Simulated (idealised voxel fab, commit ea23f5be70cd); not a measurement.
process module | voxel released beams
cross-section cut | 205 nm wide | cells 5 nm
A cross-section is a grid of square cells, given in bands from the top down. A band is one or more rows of cells.
Each band's line starts with the height of the band's top and of its bottom, in nm. Then come its materials from left to right, each with its width in nm. One material with "throughout" fills the band from edge to edge. "air" is empty space.
Height 0 is the level under which the wafer as received is all one material. The lowest band goes on downwards, as in "0 down".
A width such as "30 to 40" changes by the same amount from each row of cells to the next, from the band's top row to its bottom row.
"no change" after a step means that no cell of the cross-section changed.
closed voids: empty space of 8 cells or more with no open way to the top, each as width x height at its distance from the left edge, in nm
after a step's settings: what the simulator itself notes on the step
overlay nm, on a step with a mask: how far to the right of its planned place the mask lay; to the left if negative
plan
1 op RECEIVE | material Si
2 op CONFORMAL_DEP | material Al2O3 | thk nm 10
3 op DIRECTIONAL_DEP | material SiO2 | thk nm 10
4 op DIRECTIONAL_DEP | material aC | thk nm 10
5 op PATTERN | tone open | mask id ANCHOR | material resist | width nm 35 | thk nm 25 | overlay nm 0
6 op DIRECTIONAL_ETCH | etch materials aC | depth nm 10
7 op STRIP | etch materials resist
8 op DIRECTIONAL_ETCH | etch materials SiO2 | depth nm 10
9 op STRIP | etch materials aC
10 op CONFORMAL_DEP | material polySi | thk nm 15
11 op MASKED_ETCH | tone cover | mask id BEAM | width nm 85 | etch materials polySi | depth nm 15 | overlay nm 0
12 op STRIP | etch materials SiO2
as received, after step 1
  0 down: Si throughout
  closed voids: none
first wafer at the end, as planned
  35 to 25: air 55 | polySi 20 | air 5 | polySi 60 | air 65
  25 to 20: air 55 | polySi 85 | air 65
  20 to 10: air 60 | polySi 35 | air 110
  10 to 0: Al2O3 throughout
  0 down: Si throughout
  closed voids: none
second wafer at the end: like start, like plan, one mistake
  35 to 20: air 55 | polySi 85 | air 65
  20 to 10: air 65 | polySi 25 | air 115
  10 to 0: Al2O3 throughout
  0 down: Si throughout
  closed voids: none
what went wrong: step 5 ran as: op PATTERN | tone open | mask id ANCHOR | material resist | width nm 25 | thk nm 25 | overlay nm 0
at the end the second wafer has, in cells: 2 fewer of polySi
